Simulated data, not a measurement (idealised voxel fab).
process module | voxel transistor to metal
cross-section cut | 265 nm wide | cells 5 nm
A cross-section is a grid of square cells, given in bands from the top down. A band is one or more rows of cells.
Each band's line starts with the height of the band's top and of its bottom, in nm. Then come its materials from left to right, each with its width in nm. One material with "throughout" fills the band from edge to edge. "air" is empty space.
Height 0 is the level under which the wafer as received is all one material. The lowest band goes on downwards, as in "0 down".
A width such as "30 to 40" changes by the same amount from each row of cells to the next, from the band's top row to its bottom row.
"no change" after a step means that no cell of the cross-section changed.
closed voids: empty space of 8 cells or more with no open way to the top, each as width x height at its distance from the left edge, in nm
after a step's settings: what the simulator itself notes on the step
overlay nm, on a step with a mask: how far to the right of its planned place the mask lay; to the left if negative
plan
1 op RECEIVE | material Si
2 op CONFORMAL_DEP | material SiO2 | thk nm 5
3 op CONFORMAL_DEP | material SiN | thk nm 10
4 op PATTERN | tone cover | mask id ACTIVE | material resist | width nm 100 | pitch nm 125 | thk nm 20 | overlay nm 0
5 op DIRECTIONAL_ETCH | etch materials SiN | depth nm 10
6 op DIRECTIONAL_ETCH | etch materials SiO2 | depth nm 5
7 op DIRECTIONAL_ETCH | etch materials Si | depth nm 25
8 op STRIP | etch materials resist
9 op OXIDIZE | depth nm 5
10 op FILL_DEP | material SiO2 | thk nm 5
11 op CMP | height nm 15
12 op SELECTIVE_ETCH | etch materials SiO2 | depth nm 10
13 op STRIP | etch materials SiN
14 op SELECTIVE_ETCH | etch materials SiO2 | depth nm 5
15 op OXIDIZE | depth nm 5
16 op DIRECTIONAL_DEP | material polySi | thk nm 30
17 op DIRECTIONAL_DEP | material SiCN | thk nm 15
18 op DIRECTIONAL_DEP | material aC | thk nm 15
19 op PATTERN | tone cover | mask id GATE | material resist | width nm 20 | pitch nm 125 | thk nm 30 | overlay nm 0
20 op DIRECTIONAL_ETCH | etch materials aC | depth nm 15
21 op STRIP | etch materials resist
22 op DIRECTIONAL_ETCH | etch materials SiCN | depth nm 25
23 op DIRECTIONAL_ETCH | etch materials polySi | depth nm 40
24 op STRIP | etch materials aC
25 op CONFORMAL_DEP | material SiN | thk nm 10
26 op DIRECTIONAL_ETCH | etch materials SiN | depth nm 10
27 op DIRECTIONAL_ETCH | etch materials SiO2 | depth nm 5
28 op DIRECTIONAL_ETCH | etch materials Si | depth nm 10
29 op EPI | material SiGe | thk nm 15
30 op FILL_DEP | material SiO2 | thk nm 5
31 op CMP | height nm 45
32 op DIRECTIONAL_DEP | material SiO2 | thk nm 15
33 op DIRECTIONAL_DEP | material aC | thk nm 15
34 op PATTERN | tone open | mask id CONTACT | material resist | width nm 20 | thk nm 35 | overlay nm 0
35 op DIRECTIONAL_ETCH | etch materials aC | depth nm 15
36 op STRIP | etch materials resist
37 op DIRECTIONAL_ETCH | etch materials SiO2 | depth nm 60
38 op STRIP | etch materials aC
39 op CONFORMAL_DEP | material TiN | thk nm 5
40 op FILL_DEP | material Ru | thk nm 10
41 op CMP | height nm 60
42 op CONFORMAL_DEP | material SiN | thk nm 5
43 op DIRECTIONAL_DEP | material lowk | thk nm 20
44 op PATTERN | tone open | mask id METAL_1 | material resist | width nm 20 | thk nm 20 | overlay nm 0
45 op DIRECTIONAL_ETCH | etch materials lowk | depth nm 20
46 op DIRECTIONAL_ETCH | etch materials SiN | depth nm 5
47 op STRIP | etch materials resist
48 op CONFORMAL_DEP | material TiN | thk nm 5
49 op FILL_DEP | material Ru | thk nm 5
50 op CMP | height nm 85
51 op CONFORMAL_DEP | material SiCN | thk nm 5
52 op DIRECTIONAL_DEP | material lowk | thk nm 25
53 op DIRECTIONAL_DEP | material aC | thk nm 15
54 op PATTERN | tone open | mask id METAL_2_HOLES | material resist | width nm 15 | pitch nm 125 | thk nm 35 | overlay nm 0
55 op DIRECTIONAL_ETCH | etch materials aC | depth nm 15
56 op STRIP | etch materials resist
57 op DIRECTIONAL_ETCH | etch materials lowk | depth nm 25
58 op STRIP | etch materials aC
59 op PATTERN | tone open | mask id METAL_2 | material resist | width nm 20 | pitch nm 125 | thk nm 20 | overlay nm 0
60 op DIRECTIONAL_ETCH | etch materials lowk | depth nm 15
61 op DIRECTIONAL_ETCH | etch materials SiCN | depth nm 5
62 op STRIP | etch materials resist
63 op CONFORMAL_DEP | material TiN | thk nm 5
64 op FILL_DEP | material Ru | thk nm 10
65 op CMP | height nm 115
66 op CONFORMAL_DEP | material SiN | thk nm 5
as received, after step 1
  0 down: Si throughout
  closed voids: none
a wafer at the end: this start, this plan, one mistake
  120 to 115: SiN throughout
  115 to 110: SiCN 25 | TiN 20 | SiCN 105 | TiN 20 | SiCN 95
  110 to 85: lowk throughout
  85 to 65: lowk 25 | TiN 5 | Ru 10 | TiN 5 | lowk 50 | TiN 5 | Ru 10 | TiN 5 | lowk 35 | TiN 5 | Ru 10 | TiN 5 | lowk 50 | TiN 5 | Ru 10 | TiN 5 | lowk 25
  65 to 60: SiN 25 | TiN 20 | SiN 50 | TiN 20 | SiN 35 | TiN 20 | SiN 50 | TiN 20 | SiN 25
  60 to 45: SiO2 25 | TiN 5 | Ru 10 | TiN 5 | SiO2 50 | TiN 5 | Ru 10 | TiN 5 | SiO2 35 | TiN 5 | Ru 10 | TiN 5 | SiO2 50 | TiN 5 | Ru 10 | TiN 5 | SiO2 25
  45 to 30: SiO2 25 | TiN 5 | Ru 10 | TiN 5 | SiO2 5 | SiN 10 | SiCN 20 | SiN 10 | SiO2 5 | TiN 5 | Ru 10 | TiN 5 | SiO2 35 | TiN 5 | Ru 10 | TiN 5 | SiO2 5 | SiN 10 | SiCN 20 | SiN 10 | SiO2 5 | TiN 5 | Ru 10 | TiN 5 | SiO2 25
  30 to 15: SiO2 25 | TiN 5 | Ru 10 | TiN 5 | SiO2 5 | SiN 10 | polySi 20 | SiN 10 | SiO2 5 | TiN 5 | Ru 10 | TiN 5 | SiO2 35 | TiN 5 | Ru 10 | TiN 5 | SiO2 5 | SiN 10 | polySi 20 | SiN 10 | SiO2 5 | TiN 5 | Ru 10 | TiN 5 | SiO2 25
  15 to 10: SiO2 25 | TiN 20 | SiO2 5 | SiN 10 | polySi 20 | SiN 10 | SiO2 5 | TiN 20 | SiO2 35 | TiN 20 | SiO2 5 | SiN 10 | polySi 20 | SiN 10 | SiO2 5 | TiN 20 | SiO2 25
  10 to 0: SiO2 25 | TiN 10 | SiGe 15 | SiN 10 | polySi 20 | SiN 10 | SiGe 15 | TiN 10 | SiO2 35 | TiN 10 | SiGe 15 | SiN 10 | polySi 20 | SiN 10 | SiGe 15 | TiN 10 | SiO2 25
  0 to -5: SiO2 20 | SiGe 30 | SiO2 40 | SiGe 30 | SiO2 25 | SiGe 30 | SiO2 40 | SiGe 30 | SiO2 20
  -5 to -15: SiO2 25 | SiGe 25 | Si 40 | SiGe 25 | SiO2 35 | SiGe 25 | Si 40 | SiGe 25 | SiO2 25
  -15 to -30: SiO2 25 | Si 90 | SiO2 35 | Si 90 | SiO2 25
  -30 down: Si throughout
  closed voids: none
what went wrong: steps 51 and 52 were swapped
